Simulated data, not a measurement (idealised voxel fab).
You're looking at the process module voxel fin reveal.
Square cell edge 5 nm, section width 165 nm, ID cut.
If you're reading a cross-section in this doc, picture square cells in a grid; it comes to you as bands, top ones listed first down to the bottom, and a band can be one or more rows of cells.
A band entry consists of two parts. The first gives the height of the band's top and the height of its bottom, in nm. The rest lists the band's materials from left to right, each with its width in nm. A single material labelled with the word "edge to edge" fills the band from edge to edge, and the word "empty" marks empty space.
A quick word on heights: they are counted from 0, and under that level the wafer as it came to us is one material throughout. The lowest band is different from the rest in having no bottom; it simply continues downward, written as in "top 0, no bottom".
Per-row width for "30 to 40": begins at first number (top row of band), ends at second number (bottom row), increment between rows held constant.
When a step is marked "nothing got changed", none of the cells in the cross-section changed during that step.
Empty spaces counting at least 8 cells and having no open way to the top are listed in "Sealed void list". The notation width x height at distance is used for each, the distance being from the left edge and all three values in nm.
That trailing text on a step's line, after the settings, is the simulator's own remark on the step.
A step's line can hold "overlay nm"; with a mask on that step, the setting says how far right of the planned place the mask lay, while a negative setting says it lay to the left.
PROCESS STEPS (PLANNED)
1. RECEIVE,material Si
2. CONFORMAL_DEP,material SiN,thk nm 10
3. DIRECTIONAL_DEP,material aC,thk nm 10
4. PATTERN,tone cover,mask id FINS,material resist,width nm 15,pitch nm 40,thk nm 25,overlay nm 0
5. DIRECTIONAL_ETCH,etch materials aC,depth nm 10
6. STRIP,etch materials resist
7. DIRECTIONAL_ETCH,etch materials SiN,depth nm 10
8. DIRECTIONAL_ETCH,etch materials Si,depth nm 35
9. STRIP,etch materials aC
10. OXIDIZE,depth nm 5
11. FILL_DEP,material SiO2,thk nm 10
12. CMP,height nm 10
13. SELECTIVE_ETCH,etch materials SiO2,depth nm 35
14. STRIP,etch materials SiN
15. CONFORMAL_DEP,material HfO2,thk nm 5
THIS IS THE CROSS-SECTION OF THE WAFER AS WE RECEIVED IT, I.E. AFTER STEP 1
  top 0, no bottom = Si edge to edge
  Sealed void list: none
THE CROSS-SECTION SHOWN CORRESPONDS TO THE WAFER AT THE CONCLUSION OF THE MODULE. THE INITIAL STRUCTURE AND THE PROCESS PLAN ARE THOSE PRESENTED ABOVE; HOWEVER, ONE MISTAKE OCCURRED IN EXECUTING THE PLAN
  top 15, bottom 5 = 20 of HfO2 | 5 of empty | 35 of HfO2 | 5 of empty | 35 of HfO2 | 5 of empty | 35 of HfO2 | 5 of empty | 20 of HfO2
  top 5, bottom 0 = HfO2 edge to edge
  top 0, bottom -35 = 15 of HfO2 | 5 of SiO2 | 5 of Si | 5 of SiO2 | 25 of HfO2 | 5 of SiO2 | 5 of Si | 5 of SiO2 | 25 of HfO2 | 5 of SiO2 | 5 of Si | 5 of SiO2 | 25 of HfO2 | 5 of SiO2 | 5 of Si | 5 of SiO2 | 15 of HfO2
  top -35, bottom -40 = 20 of SiO2 | 5 of Si | 35 of SiO2 | 5 of Si | 35 of SiO2 | 5 of Si | 35 of SiO2 | 5 of Si | 20 of SiO2
  top -40, no bottom = Si edge to edge
  Sealed void list: none
Against the plan, the run slipped here: step 11 was run on a setting that differed from the plan, and what really ran there is FILL_DEP,material HfO2,thk nm 10
